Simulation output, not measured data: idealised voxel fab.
process module | voxel local oxidation
cross-section cut | 275 nm wide | cells 5 nm
A cross-section is a grid of square cells, given in bands from the top down. A band is one or more rows of cells.
Each band's line starts with the height of the band's top and of its bottom, in nm. Then come its materials from left to right, each with its width in nm. One material with "throughout" fills the band from edge to edge. "air" is empty space.
Height 0 is the level under which the wafer as received is all one material. The lowest band goes on downwards, as in "0 down".
A width such as "30 to 40" changes by the same amount from each row of cells to the next, from the band's top row to its bottom row.
"no change" after a step means that no cell of the cross-section changed.
closed voids: empty space of 8 cells or more with no open way to the top, each as width x height at its distance from the left edge, in nm
after a step's settings: what the simulator itself notes on the step
overlay nm, on a step with a mask: how far to the right of its planned place the mask lay; to the left if negative
plan
1 op RECEIVE | material Si
2 op CONFORMAL_DEP | material SiO2 | thk nm 5
3 op CONFORMAL_DEP | material SiN | thk nm 15
4 op PATTERN | tone cover | mask id ACTIVE | material resist | width nm 95 | pitch nm 130 | thk nm 20 | overlay nm 0
5 op DIRECTIONAL_ETCH | etch materials SiN | depth nm 15
6 op STRIP | etch materials resist
7 op SELECTIVE_ETCH | etch materials SiO2 | depth nm 5
8 op OXIDIZE | depth nm 15
9 op STRIP | etch materials SiN
first wafer, as planned
as received, after step 1
  0 down: Si throughout
  closed voids: none
after step 2
  5 to 0: SiO2 throughout
  below 0: unchanged
after step 3
  20 to 5: SiN throughout
  below 5: unchanged
after step 4
  40 to 20: air 25 | resist 95 | air 35 | resist 95 | air 25
  below 20: unchanged
after step 5
  40 to 20: air 25 | resist 95 | air 35 | resist 95 | air 25
  20 to 5: air 25 | SiN 95 | air 35 | SiN 95 | air 25
  below 5: unchanged
after step 6
  20 to 5: air 25 | SiN 95 | air 35 | SiN 95 | air 25
  below 5: unchanged
after step 7
  20 to 5: air 25 | SiN 95 | air 35 | SiN 95 | air 25
  5 to 0: air 30 | SiO2 85 | air 45 | SiO2 85 | air 30
  below 0: unchanged
after step 8
  20 to 5: air 25 | SiN 95 | air 35 | SiN 95 | air 25
  5 to 0: air 30 | SiO2 85 | air 45 | SiO2 85 | air 30
  0 to -15: SiO2 45 | Si 55 | SiO2 75 | Si 55 | SiO2 45
  below -15: unchanged
after step 9
  5 to 0: air 30 | SiO2 85 | air 45 | SiO2 85 | air 30
  below 0: unchanged
second wafer: like start, like plan, one mistake. Through step 4 it matches the first wafer
when step 5 should have ended
  40 to 20: air 25 | resist 95 | air 35 | resist 95 | air 25
  20 to 5: air 25 | SiN 95 | air 35 | SiN 95 | air 25
  below 5: unchanged
when step 6 should have ended
  20 to 5: air 25 | SiN 95 | air 35 | SiN 95 | air 25
  below 5: unchanged
when step 7 should have ended
  20 to 5: air 25 | SiN 95 | air 35 | SiN 95 | air 25
  5 to 0: air 30 | SiO2 85 | air 45 | SiO2 85 | air 30
  below 0: unchanged
when step 8 should have ended
  20 to 5: air 25 | SiN 95 | air 35 | SiN 95 | air 25
  5 to 0: air 30 | SiO2 85 | air 45 | SiO2 85 | air 30
  0 to -15: SiO2 45 | Si 55 | SiO2 75 | Si 55 | SiO2 45
  below -15: unchanged
when step 9 should have ended
  5 to 0: air 30 | SiO2 85 | air 45 | SiO2 85 | air 30
  below 0: unchanged
what went wrong: step 5 was run twice
at the end the two cross-sections are the same: no effect in what this model computes
